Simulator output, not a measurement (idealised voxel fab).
Process module in this document: voxel self aligned contacts
Square cell edge 5 nm, section width 175 nm, ID cut.
Heads up, the way a cross-section reads in here is a grid of square cells, handed over as bands from the top down, with every band being one or more rows of cells.
The band entry comprises the height of the band's top followed by the height of its bottom, expressed in nm, and subsequently the band's materials from left to right, each stated together with its width in nm. Where a single material is marked with the word "throughout", that material fills the band from edge to edge. The word "air" represents empty space.
Ref level 0: as-received wafer is one material below here. Bottom band extends down with no lower bound ("0 nm and below").
Note: "30->40" means the width goes from the first number (top row of the band) to the second number (bottom row) in equal steps per row of cells.
Where the words "stayed the same" appear for a step, the cross-section shows no cell changed by that step; every cell remained as before.
"Internal closed voids" enumerates empty spaces isolated from the top, with no open way to it, that contain at least 8 cells, giving each as width x height at distance from the left edge, all three in nm.
Where a step's line continues beyond its settings, the continuation is a remark by the simulator itself on that step.
Among the settings permitted on a step's line is "overlay nm"; applied to a step with a mask, it specifies the extent to which the mask lay to the right of its planned position, whereas a negative figure signifies a position to the left.

**The steps planned for the process are as follows**
1,RECEIVE (material Si)
2,CONFORMAL_DEP (material SiO2; thk nm 5)
3,DIRECTIONAL_DEP (material polySi; thk nm 25)
4,DIRECTIONAL_DEP (material SiN; thk nm 15)
5,DIRECTIONAL_DEP (material aC; thk nm 10)
6,PATTERN (tone cover; mask id GATE; material resist; width nm 30; pitch nm 60; thk nm 30; overlay nm 0)
7,DIRECTIONAL_ETCH (etch materials aC; depth nm 10)
8,STRIP (etch materials resist)
9,DIRECTIONAL_ETCH (etch materials SiN; depth nm 15)
10,DIRECTIONAL_ETCH (etch materials polySi; depth nm 25)
11,STRIP (etch materials aC)
12,CONFORMAL_DEP (material SiN; thk nm 5)
13,DIRECTIONAL_ETCH (etch materials SiN; depth nm 5)
14,FILL_DEP (material SiO2; thk nm 15)
15,CMP (height nm 55)
16,DIRECTIONAL_DEP (material aC; thk nm 10)
17,PATTERN (tone open; mask id CONTACT; material resist; width nm 40; thk nm 30; overlay nm 0)
18,DIRECTIONAL_ETCH (etch materials aC; depth nm 10)
19,STRIP (etch materials resist)
20,DIRECTIONAL_ETCH (etch materials SiO2; depth nm 55)
21,STRIP (etch materials aC)
22,CONFORMAL_DEP (material TiN; thk nm 5)
23,FILL_DEP (material Ru; thk nm 5)
24,CMP (height nm 55)
25,CONFORMAL_DEP (material SiCN; thk nm 5)

**Of two wafers, the first: run according to plan**

**The cross-section here shows the wafer as received, i.e. in its state after step 1**
* 0 nm and below  Si throughout
* Internal closed voids: none

**The wafer in cross-section once step 2 is complete**
* 5 nm to 0 nm  SiO2 throughout
* Below 0, no change.

**The wafer in cross-section once step 3 is complete**
* 30 nm to 5 nm  polySi throughout
* Below 5, no change.

**The wafer in cross-section once step 4 is complete**
* 45 nm to 30 nm  SiN throughout
* Below 30, no change.

**The wafer in cross-section once step 5 is complete**
* 55 nm to 45 nm  aC throughout
* Below 45, no change.

**The wafer in cross-section once step 6 is complete**
* 85 nm to 55 nm  air: 40, then resist: 30, then air: 30, then resist: 30, then air: 45
* Below 55, no change.

**The wafer in cross-section once step 7 is complete**
* 75 nm to 55 nm  air: 40, then resist: 30, then air: 30, then resist: 30, then air: 45
* 55 nm to 45 nm  air: 40, then aC: 30, then air: 30, then aC: 30, then air: 45
* Below 45, no change.

**The wafer in cross-section once step 8 is complete**
* 55 nm to 45 nm  air: 40, then aC: 30, then air: 30, then aC: 30, then air: 45
* Below 45, no change.

**The wafer in cross-section once step 9 is complete**
* 55 nm to 45 nm  air: 40, then aC: 30, then air: 30, then aC: 30, then air: 45
* 45 nm to 30 nm  air: 40, then SiN: 30, then air: 30, then SiN: 30, then air: 45
* Below 30, no change.

**The wafer in cross-section once step 10 is complete**
* 55 nm to 45 nm  air: 40, then aC: 30, then air: 30, then aC: 30, then air: 45
* 45 nm to 30 nm  air: 40, then SiN: 30, then air: 30, then SiN: 30, then air: 45
* 30 nm to 5 nm  air: 40, then polySi: 30, then air: 30, then polySi: 30, then air: 45
* Below 5, no change.

**The wafer in cross-section once step 11 is complete**
* 45 nm to 30 nm  air: 40, then SiN: 30, then air: 30, then SiN: 30, then air: 45
* Below 30, no change.

**The wafer in cross-section once step 12 is complete**
* 50 nm to 30 nm  air: 35, then SiN: 40, then air: 20, then SiN: 40, then air: 40
* 30 nm to 10 nm  air: 35, then SiN: 5, then polySi: 30, then SiN: 5, then air: 20, then SiN: 5, then polySi: 30, then SiN: 5, then air: 40
* 10 nm to 5 nm  SiN: 40, then polySi: 30, then SiN: 30, then polySi: 30, then SiN: 45
* Below 5, no change.

**The wafer in cross-section once step 13 is complete**
* 45 nm to 30 nm  air: 35, then SiN: 40, then air: 20, then SiN: 40, then air: 40
* 30 nm to 5 nm  air: 35, then SiN: 5, then polySi: 30, then SiN: 5, then air: 20, then SiN: 5, then polySi: 30, then SiN: 5, then air: 40
* Below 5, no change.

**The wafer in cross-section once step 14 is complete**
* 60 nm to 45 nm  SiO2 throughout
* 45 nm to 30 nm  SiO2: 35, then SiN: 40, then SiO2: 20, then SiN: 40, then SiO2: 40
* 30 nm to 5 nm  SiO2: 35, then SiN: 5, then polySi: 30, then SiN: 5, then SiO2: 20, then SiN: 5, then polySi: 30, then SiN: 5, then SiO2: 40
* Below 5, no change.

**The wafer in cross-section once step 15 is complete**
* 55 nm to 45 nm  SiO2 throughout
* Below 45, no change.

**The wafer in cross-section once step 16 is complete**
* 65 nm to 55 nm  aC throughout
* Below 55, no change.

**The wafer in cross-section once step 17 is complete**
* 95 nm to 65 nm  resist: 65, then air: 40, then resist: 70
* Below 65, no change.

**The wafer in cross-section once step 18 is complete**
* 85 nm to 65 nm  resist: 65, then air: 40, then resist: 70
* 65 nm to 55 nm  aC: 65, then air: 40, then aC: 70
* Below 55, no change.

**The wafer in cross-section once step 19 is complete**
* 65 nm to 55 nm  aC: 65, then air: 40, then aC: 70
* Below 55, no change.

**The wafer in cross-section once step 20 is complete**
* 65 nm to 55 nm  aC: 65, then air: 40, then aC: 70
* 55 nm to 45 nm  SiO2: 65, then air: 40, then SiO2: 70
* 45 nm to 30 nm  SiO2: 35, then SiN: 40, then air: 20, then SiN: 40, then SiO2: 40
* 30 nm to 5 nm  SiO2: 35, then SiN: 5, then polySi: 30, then SiN: 5, then air: 20, then SiN: 5, then polySi: 30, then SiN: 5, then SiO2: 40
* 5 nm to 0 nm  SiO2: 75, then air: 20, then SiO2: 80
* Below 0, no change.

**The wafer in cross-section once step 21 is complete**
* 55 nm to 45 nm  SiO2: 65, then air: 40, then SiO2: 70
* Below 45, no change.

**The wafer in cross-section once step 22 is complete**
* 60 nm to 55 nm  TiN: 70, then air: 30, then TiN: 75
* 55 nm to 45 nm  SiO2: 65, then TiN: 5->15, then air: 30->10, then TiN: 5->15, then SiO2: 70
* 45 nm to 30 nm  SiO2: 35, then SiN: 40, then TiN: 5, then air: 10, then TiN: 5, then SiN: 40, then SiO2: 40
* 30 nm to 5 nm  SiO2: 35, then SiN: 5, then polySi: 30, then SiN: 5, then TiN: 5, then air: 10, then TiN: 5, then SiN: 5, then polySi: 30, then SiN: 5, then SiO2: 40
* 5 nm to 0 nm  SiO2: 75, then TiN: 20, then SiO2: 80
* Below 0, no change.

**The wafer in cross-section once step 23 is complete**
* 65 nm to 60 nm  Ru throughout
* 60 nm to 55 nm  TiN: 70, then Ru: 30, then TiN: 75
* 55 nm to 45 nm  SiO2: 65, then TiN: 5->15, then Ru: 30->10, then TiN: 5->15, then SiO2: 70
* 45 nm to 30 nm  SiO2: 35, then SiN: 40, then TiN: 5, then Ru: 10, then TiN: 5, then SiN: 40, then SiO2: 40
* 30 nm to 5 nm  SiO2: 35, then SiN: 5, then polySi: 30, then SiN: 5, then TiN: 5, then Ru: 10, then TiN: 5, then SiN: 5, then polySi: 30, then SiN: 5, then SiO2: 40
* Below 5, no change.

**The wafer in cross-section once step 24 is complete**
* 55 nm to 45 nm  SiO2: 65, then TiN: 5->15, then Ru: 30->10, then TiN: 5->15, then SiO2: 70
* Below 45, no change.

**The wafer in cross-section once step 25 is complete**
* 60 nm to 55 nm  SiCN throughout
* Below 55, no change.

**Regarding the second of the two wafers: it shared the first wafer's starting condition and process plan, yet one error occurred during its execution. Its history coincides with that of the first wafer up to and including step 5**

**Cross-sectional representation of the second wafer at the time designated in the plan for the completion of step 6**
* 85 nm to 55 nm  air: 45, then resist: 20, then air: 40, then resist: 20, then air: 50
* Below 55, no change.

**Cross-sectional representation of the second wafer at the time designated in the plan for the completion of step 7**
* 75 nm to 55 nm  air: 45, then resist: 20, then air: 40, then resist: 20, then air: 50
* 55 nm to 45 nm  air: 45, then aC: 20, then air: 40, then aC: 20, then air: 50
* Below 45, no change.

**Cross-sectional representation of the second wafer at the time designated in the plan for the completion of step 8**
* 55 nm to 45 nm  air: 45, then aC: 20, then air: 40, then aC: 20, then air: 50
* Below 45, no change.

**Cross-sectional representation of the second wafer at the time designated in the plan for the completion of step 9**
* 55 nm to 45 nm  air: 45, then aC: 20, then air: 40, then aC: 20, then air: 50
* 45 nm to 30 nm  air: 45, then SiN: 20, then air: 40, then SiN: 20, then air: 50
* Below 30, no change.

**Cross-sectional representation of the second wafer at the time designated in the plan for the completion of step 10**
* 55 nm to 45 nm  air: 45, then aC: 20, then air: 40, then aC: 20, then air: 50
* 45 nm to 30 nm  air: 45, then SiN: 20, then air: 40, then SiN: 20, then air: 50
* 30 nm to 5 nm  air: 45, then polySi: 20, then air: 40, then polySi: 20, then air: 50
* Below 5, no change.

**Cross-sectional representation of the second wafer at the time designated in the plan for the completion of step 11**
* 45 nm to 30 nm  air: 45, then SiN: 20, then air: 40, then SiN: 20, then air: 50
* Below 30, no change.

**Cross-sectional representation of the second wafer at the time designated in the plan for the completion of step 12**
* 50 nm to 30 nm  air: 40, then SiN: 30, then air: 30, then SiN: 30, then air: 45
* 30 nm to 10 nm  air: 40, then SiN: 5, then polySi: 20, then SiN: 5, then air: 30, then SiN: 5, then polySi: 20, then SiN: 5, then air: 45
* 10 nm to 5 nm  SiN: 45, then polySi: 20, then SiN: 40, then polySi: 20, then SiN: 50
* Below 5, no change.

**Cross-sectional representation of the second wafer at the time designated in the plan for the completion of step 13**
* 45 nm to 30 nm  air: 40, then SiN: 30, then air: 30, then SiN: 30, then air: 45
* 30 nm to 5 nm  air: 40, then SiN: 5, then polySi: 20, then SiN: 5, then air: 30, then SiN: 5, then polySi: 20, then SiN: 5, then air: 45
* Below 5, no change.

**Cross-sectional representation of the second wafer at the time designated in the plan for the completion of step 14**
* 60 nm to 45 nm  SiO2 throughout
* 45 nm to 30 nm  SiO2: 40, then SiN: 30, then SiO2: 30, then SiN: 30, then SiO2: 45
* 30 nm to 5 nm  SiO2: 40, then SiN: 5, then polySi: 20, then SiN: 5, then SiO2: 30, then SiN: 5, then polySi: 20, then SiN: 5, then SiO2: 45
* Below 5, no change.

**Cross-sectional representation of the second wafer at the time designated in the plan for the completion of step 15**
* 55 nm to 45 nm  SiO2 throughout
* Below 45, no change.

**Cross-sectional representation of the second wafer at the time designated in the plan for the completion of step 16**
* 65 nm to 55 nm  aC throughout
* Below 55, no change.

**Cross-sectional representation of the second wafer at the time designated in the plan for the completion of step 17**
* 95 nm to 65 nm  resist: 65, then air: 40, then resist: 70
* Below 65, no change.

**Cross-sectional representation of the second wafer at the time designated in the plan for the completion of step 18**
* 85 nm to 65 nm  resist: 65, then air: 40, then resist: 70
* 65 nm to 55 nm  aC: 65, then air: 40, then aC: 70
* Below 55, no change.

**Cross-sectional representation of the second wafer at the time designated in the plan for the completion of step 19**
* 65 nm to 55 nm  aC: 65, then air: 40, then aC: 70
* Below 55, no change.

**Cross-sectional representation of the second wafer at the time designated in the plan for the completion of step 20**
* 65 nm to 55 nm  aC: 65, then air: 40, then aC: 70
* 55 nm to 45 nm  SiO2: 65, then air: 40, then SiO2: 70
* 45 nm to 30 nm  SiO2: 40, then SiN: 30, then air: 30, then SiN: 30, then SiO2: 45
* 30 nm to 5 nm  SiO2: 40, then SiN: 5, then polySi: 20, then SiN: 5, then air: 30, then SiN: 5, then polySi: 20, then SiN: 5, then SiO2: 45
* 5 nm to 0 nm  SiO2: 70, then air: 30, then SiO2: 75
* Below 0, no change.

**Cross-sectional representation of the second wafer at the time designated in the plan for the completion of step 21**
* 55 nm to 45 nm  SiO2: 65, then air: 40, then SiO2: 70
* Below 45, no change.

**Cross-sectional representation of the second wafer at the time designated in the plan for the completion of step 22**
* 60 nm to 55 nm  TiN: 70, then air: 30, then TiN: 75
* 55 nm to 45 nm  SiO2: 65, then TiN: 5->10, then air: 30->20, then TiN: 5->10, then SiO2: 70
* 45 nm to 30 nm  SiO2: 40, then SiN: 30, then TiN: 5, then air: 20, then TiN: 5, then SiN: 30, then SiO2: 45
* 30 nm to 5 nm  SiO2: 40, then SiN: 5, then polySi: 20, then SiN: 5, then TiN: 5, then air: 20, then TiN: 5, then SiN: 5, then polySi: 20, then SiN: 5, then SiO2: 45
* 5 nm to 0 nm  SiO2: 70, then TiN: 30, then SiO2: 75
* Below 0, no change.

**Cross-sectional representation of the second wafer at the time designated in the plan for the completion of step 23**
* 65 nm to 60 nm  Ru throughout
* 60 nm to 55 nm  TiN: 70, then Ru: 30, then TiN: 75
* 55 nm to 45 nm  SiO2: 65, then TiN: 5->10, then Ru: 30->20, then TiN: 5->10, then SiO2: 70
* 45 nm to 30 nm  SiO2: 40, then SiN: 30, then TiN: 5, then Ru: 20, then TiN: 5, then SiN: 30, then SiO2: 45
* 30 nm to 5 nm  SiO2: 40, then SiN: 5, then polySi: 20, then SiN: 5, then TiN: 5, then Ru: 20, then TiN: 5, then SiN: 5, then polySi: 20, then SiN: 5, then SiO2: 45
* Below 5, no change.

**Cross-sectional representation of the second wafer at the time designated in the plan for the completion of step 24**
* 55 nm to 45 nm  SiO2: 65, then TiN: 5->10, then Ru: 30->20, then TiN: 5->10, then SiO2: 70
* Below 45, no change.

**Cross-sectional representation of the second wafer at the time designated in the plan for the completion of step 25**
* 60 nm to 55 nm  SiCN throughout
* Below 55, no change.
Diagnosis: in deviation from the planned setting, step 6 was conducted as PATTERN (tone cover; mask id GATE; material resist; width nm 20; pitch nm 60; thk nm 30; overlay nm 0)
Heads up, by the end the second wafer has more or fewer cells of some materials compared to the first: +18 Ru, -12 SiN, +14 SiO2, -20 polySi
